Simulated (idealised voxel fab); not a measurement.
process module | voxel wiring stack
The figure presents cross-section cut, which has a width of 165 nm and is divided into square cells with an edge length of 5 nm.
A cross-section in this document is a grid of square cells, and it is written down as bands, the top band listed before the ones below it; a band is made up of one or more rows of cells.
First you get the band's top height and its bottom height, in nm, and then the materials it's made of, left to right, with each width in nm. If you see a single material with "all across", that one covers the band edge to edge. "blank" is empty space.
Height reference: 0 = level under which incoming wafer is all one material. Lowest band: no bottom, runs on downward, e.g. "0 and below".
Top row gets the first number, bottom row gets the second, and each row in between changes by the same step: that is how a band width like "30..40" works.
Where a step carries "no modification", the cross-section came out of it unchanged, cell for cell.
In the "Fully closed voids" entry, you get each enclosed empty space of 8 cells or more, one with no open way to the top, written width x height at distance, distance from the left edge, in nm.
Where a step's line continues beyond its settings, the continuation is a remark by the simulator itself on that step.
overlay nm: step with mask; distance mask lay right of planned place; negative value = left of planned place.

Steps in the process plan:
1,RECEIVE with material Si
2,CONFORMAL_DEP with material SiO2, thk nm 15
3,DIRECTIONAL_DEP with material TiN, thk nm 5
4,DIRECTIONAL_DEP with material W, thk nm 15
5,PATTERN with tone cover, mask id METAL_1, material resist, width nm 30, pitch nm 50, thk nm 15, overlay nm 0
6,DIRECTIONAL_ETCH with etch materials W, depth nm 15
7,DIRECTIONAL_ETCH with etch materials TiN, depth nm 5
8,STRIP with etch materials resist
9,FILL_DEP with material lowk, thk nm 5
10,CMP with height nm 35
11,CONFORMAL_DEP with material SiCN, thk nm 5
12,DIRECTIONAL_DEP with material SiO2, thk nm 25
13,MASKED_ETCH with tone open, mask id METAL_2_HOLES, width nm 15, pitch nm 50, etch materials SiO2, depth nm 25, overlay nm 0
14,PATTERN with tone open, mask id METAL_2, material resist, width nm 30, pitch nm 50, thk nm 15, overlay nm 0
15,DIRECTIONAL_ETCH with etch materials SiO2, depth nm 15
16,DIRECTIONAL_ETCH with etch materials SiCN, depth nm 5
17,STRIP with etch materials resist
18,CONFORMAL_DEP with material TiN, thk nm 5
19,FILL_DEP with material Cu, thk nm 5
20,CMP with height nm 65
21,CONFORMAL_DEP with material SiCN, thk nm 5
22,DIRECTIONAL_DEP with material lowk, thk nm 20
23,PATTERN with tone open, mask id PLUG_2, material resist, width nm 15, pitch nm 50, thk nm 15, overlay nm 0
24,DIRECTIONAL_ETCH with etch materials lowk, depth nm 20
25,DIRECTIONAL_ETCH with etch materials SiCN, depth nm 5
26,STRIP with etch materials resist
27,EPI with material Ru, thk nm 10
28,EPI with material Ru, thk nm 10
29,EPI with material Ru, thk nm 5
30,DIRECTIONAL_DEP with material TiN, thk nm 5
31,DIRECTIONAL_DEP with material Ru, thk nm 20
32,MASKED_ETCH with tone cover, mask id METAL_3, width nm 30, pitch nm 50, etch materials Ru, depth nm 20, overlay nm 0
33,MASKED_ETCH with tone cover, mask id METAL_3, width nm 30, pitch nm 50, etch materials TiN, depth nm 5, overlay nm 0
34,FILL_DEP with material SiO2, thk nm 5
35,CMP with height nm 115
36,CONFORMAL_DEP with material SiCN, thk nm 5

First of the two wafers, run per plan:

Wafer as received: cross-section following step 1:
0 and below | Si all across
Fully closed voids: none

The wafer, seen in cross-section, after step 2:
15 down to 0 | SiO2 all across
Below a height of 0, the structure has not been altered.

The wafer, seen in cross-section, after step 3:
20 down to 15 | TiN all across
Below a height of 15, the structure has not been altered.

The wafer, seen in cross-section, after step 4:
35 down to 20 | W all across
Below a height of 20, the structure has not been altered.

The wafer, seen in cross-section, after step 5:
50 down to 35 | 40 blank; 30 resist; 20 blank; 30 resist; 45 blank
Below a height of 35, the structure has not been altered.

The wafer, seen in cross-section, after step 6:
50 down to 35 | 40 blank; 30 resist; 20 blank; 30 resist; 45 blank
35 down to 20 | 40 blank; 30 W; 20 blank; 30 W; 45 blank
Below a height of 20, the structure has not been altered.

The wafer, seen in cross-section, after step 7:
50 down to 35 | 40 blank; 30 resist; 20 blank; 30 resist; 45 blank
35 down to 20 | 40 blank; 30 W; 20 blank; 30 W; 45 blank
20 down to 15 | 40 blank; 30 TiN; 20 blank; 30 TiN; 45 blank
Below a height of 15, the structure has not been altered.

The wafer, seen in cross-section, after step 8:
35 down to 20 | 40 blank; 30 W; 20 blank; 30 W; 45 blank
Below a height of 20, the structure has not been altered.

The wafer, seen in cross-section, after step 9:
40 down to 35 | lowk all across
35 down to 20 | 40 lowk; 30 W; 20 lowk; 30 W; 45 lowk
20 down to 15 | 40 lowk; 30 TiN; 20 lowk; 30 TiN; 45 lowk
Below a height of 15, the structure has not been altered.

The wafer, seen in cross-section, after step 10:
35 down to 20 | 40 lowk; 30 W; 20 lowk; 30 W; 45 lowk
Below a height of 20, the structure has not been altered.

The wafer, seen in cross-section, after step 11:
40 down to 35 | SiCN all across
Below a height of 35, the structure has not been altered.

The wafer, seen in cross-section, after step 12:
65 down to 40 | SiO2 all across
Below a height of 40, the structure has not been altered.

The wafer, seen in cross-section, after step 13:
65 down to 40 | 40 SiO2; 15 blank; 35 SiO2; 15 blank; 60 SiO2
Below a height of 40, the structure has not been altered.

The wafer, seen in cross-section, after step 14:
80 down to 65 | 40 resist; 30 blank; 20 resist; 30 blank; 45 resist
Below a height of 65, the structure has not been altered.

The wafer, seen in cross-section, after step 15:
80 down to 65 | 40 resist; 30 blank; 20 resist; 30 blank; 45 resist
65 down to 50 | 40 SiO2; 30 blank; 20 SiO2; 30 blank; 45 SiO2
Below a height of 50, the structure has not been altered.

The wafer, seen in cross-section, after step 16:
80 down to 65 | 40 resist; 30 blank; 20 resist; 30 blank; 45 resist
65 down to 50 | 40 SiO2; 30 blank; 20 SiO2; 30 blank; 45 SiO2
50 down to 40 | 40 SiO2; 15 blank; 35 SiO2; 15 blank; 60 SiO2
40 down to 35 | 40 SiCN; 15 blank; 35 SiCN; 15 blank; 60 SiCN
Below a height of 35, the structure has not been altered.

The wafer, seen in cross-section, after step 17:
65 down to 50 | 40 SiO2; 30 blank; 20 SiO2; 30 blank; 45 SiO2
Below a height of 50, the structure has not been altered.

The wafer, seen in cross-section, after step 18:
70 down to 65 | 45 TiN; 20 blank; 30 TiN; 20 blank; 50 TiN
65 down to 55 | 40 SiO2; 5 TiN; 20 blank; 5 TiN; 20 SiO2; 5 TiN; 20 blank; 5 TiN; 45 SiO2
55 down to 50 | 40 SiO2; 5 TiN; 5 blank; 20 TiN; 20 SiO2; 5 TiN; 5 blank; 20 TiN; 45 SiO2
50 down to 40 | 40 SiO2; 5 TiN; 5 blank; 5 TiN; 35 SiO2; 5 TiN; 5 blank; 5 TiN; 60 SiO2
40 down to 35 | 40 SiCN; 15 TiN; 35 SiCN; 15 TiN; 60 SiCN
Below a height of 35, the structure has not been altered.

The wafer, seen in cross-section, after step 19:
75 down to 70 | Cu all across
70 down to 65 | 45 TiN; 20 Cu; 30 TiN; 20 Cu; 50 TiN
65 down to 55 | 40 SiO2; 5 TiN; 20 Cu; 5 TiN; 20 SiO2; 5 TiN; 20 Cu; 5 TiN; 45 SiO2
55 down to 50 | 40 SiO2; 5 TiN; 5 Cu; 20 TiN; 20 SiO2; 5 TiN; 5 Cu; 20 TiN; 45 SiO2
50 down to 40 | 40 SiO2; 5 TiN; 5 Cu; 5 TiN; 35 SiO2; 5 TiN; 5 Cu; 5 TiN; 60 SiO2
Below a height of 40, the structure has not been altered.

The wafer, seen in cross-section, after step 20:
65 down to 55 | 40 SiO2; 5 TiN; 20 Cu; 5 TiN; 20 SiO2; 5 TiN; 20 Cu; 5 TiN; 45 SiO2
Below a height of 55, the structure has not been altered.

The wafer, seen in cross-section, after step 21:
70 down to 65 | SiCN all across
Below a height of 65, the structure has not been altered.

The wafer, seen in cross-section, after step 22:
90 down to 70 | lowk all across
Below a height of 70, the structure has not been altered.

The wafer, seen in cross-section, after step 23:
105 down to 90 | 40 resist; 15 blank; 35 resist; 15 blank; 60 resist
Below a height of 90, the structure has not been altered.

The wafer, seen in cross-section, after step 24:
105 down to 90 | 40 resist; 15 blank; 35 resist; 15 blank; 60 resist
90 down to 70 | 40 lowk; 15 blank; 35 lowk; 15 blank; 60 lowk
Below a height of 70, the structure has not been altered.

The wafer, seen in cross-section, after step 25:
105 down to 90 | 40 resist; 15 blank; 35 resist; 15 blank; 60 resist
90 down to 70 | 40 lowk; 15 blank; 35 lowk; 15 blank; 60 lowk
70 down to 65 | 40 SiCN; 15 blank; 35 SiCN; 15 blank; 60 SiCN
Below a height of 65, the structure has not been altered.

The wafer, seen in cross-section, after step 26:
90 down to 70 | 40 lowk; 15 blank; 35 lowk; 15 blank; 60 lowk
Below a height of 70, the structure has not been altered.

The wafer, seen in cross-section, after step 27:
90 down to 75 | 40 lowk; 15 blank; 35 lowk; 15 blank; 60 lowk
75 down to 70 | 40 lowk; 15 Ru; 35 lowk; 15 Ru; 60 lowk
70 down to 65 | 40 SiCN; 15 Ru; 35 SiCN; 15 Ru; 60 SiCN
Below a height of 65, the structure has not been altered.

The wafer, seen in cross-section, after step 28:
90 down to 85 | 40 lowk; 15 blank; 35 lowk; 15 blank; 60 lowk
85 down to 70 | 40 lowk; 15 Ru; 35 lowk; 15 Ru; 60 lowk
Below a height of 70, the structure has not been altered.

The wafer, seen in cross-section, after step 29:
90 down to 70 | 40 lowk; 15 Ru; 35 lowk; 15 Ru; 60 lowk
Below a height of 70, the structure has not been altered.

The wafer, seen in cross-section, after step 30:
95 down to 90 | TiN all across
Below a height of 90, the structure has not been altered.

The wafer, seen in cross-section, after step 31:
115 down to 95 | Ru all across
Below a height of 95, the structure has not been altered.

The wafer, seen in cross-section, after step 32:
115 down to 95 | 40 blank; 30 Ru; 20 blank; 30 Ru; 45 blank
Below a height of 95, the structure has not been altered.

The wafer, seen in cross-section, after step 33:
115 down to 95 | 40 blank; 30 Ru; 20 blank; 30 Ru; 45 blank
95 down to 90 | 40 blank; 30 TiN; 20 blank; 30 TiN; 45 blank
Below a height of 90, the structure has not been altered.

The wafer, seen in cross-section, after step 34:
120 down to 115 | SiO2 all across
115 down to 95 | 40 SiO2; 30 Ru; 20 SiO2; 30 Ru; 45 SiO2
95 down to 90 | 40 SiO2; 30 TiN; 20 SiO2; 30 TiN; 45 SiO2
Below a height of 90, the structure has not been altered.

The wafer, seen in cross-section, after step 35:
115 down to 95 | 40 SiO2; 30 Ru; 20 SiO2; 30 Ru; 45 SiO2
Below a height of 95, the structure has not been altered.

The wafer, seen in cross-section, after step 36:
120 down to 115 | SiCN all across
Below a height of 115, the structure has not been altered.

Second of two: same start, same plan, one run error; steps up to and including 28 match the first:

Second wafer: cross-section at the scheduled end of step 29:
95 down to 90 | 40 TiN; 15 blank; 35 TiN; 15 blank; 60 TiN
90 down to 85 | 40 lowk; 15 TiN; 35 lowk; 15 TiN; 60 lowk
Below a height of 85, the structure has not been altered.

Second wafer: cross-section at the scheduled end of step 30:
100 down to 95 | 45 Ru; 5 blank; 45 Ru; 5 blank; 65 Ru
95 down to 90 | 40 TiN; 15 Ru; 35 TiN; 15 Ru; 60 TiN
Below a height of 90, the structure has not been altered.

Second wafer: cross-section at the scheduled end of step 31:
120 down to 115 | 45 Ru; 5 blank; 45 Ru; 5 blank; 65 Ru
115 down to 95 | Ru all across
Below a height of 95, the structure has not been altered.

Second wafer: cross-section at the scheduled end of step 32:
120 down to 115 | 40 blank; 5 Ru; 5 blank; 20 Ru; 20 blank; 5 Ru; 5 blank; 20 Ru; 45 blank
115 down to 100 | 40 blank; 30 Ru; 20 blank; 30 Ru; 45 blank
Below a height of 100, the structure has not been altered.

Second wafer: cross-section at the scheduled end of step 33: no modification

Second wafer: cross-section at the scheduled end of step 34:
125 down to 120 | SiO2 all across
120 down to 115 | 40 SiO2; 5 Ru; 5 SiO2; 20 Ru; 20 SiO2; 5 Ru; 5 SiO2; 20 Ru; 45 SiO2
115 down to 100 | 40 SiO2; 30 Ru; 20 SiO2; 30 Ru; 45 SiO2
Below a height of 100, the structure has not been altered.

Second wafer: cross-section at the scheduled end of step 35:
115 down to 100 | 40 SiO2; 30 Ru; 20 SiO2; 30 Ru; 45 SiO2
Below a height of 100, the structure has not been altered.

Second wafer: cross-section at the scheduled end of step 36:
120 down to 115 | SiCN all across
Below a height of 115, the structure has not been altered.
Plan not followed: order of steps 29 and 30 inverted relative to the plan
Wafer comparison, final, in cells, second relative to first, materials more or fewer: +21 Ru; -42 SiO2; +21 TiN
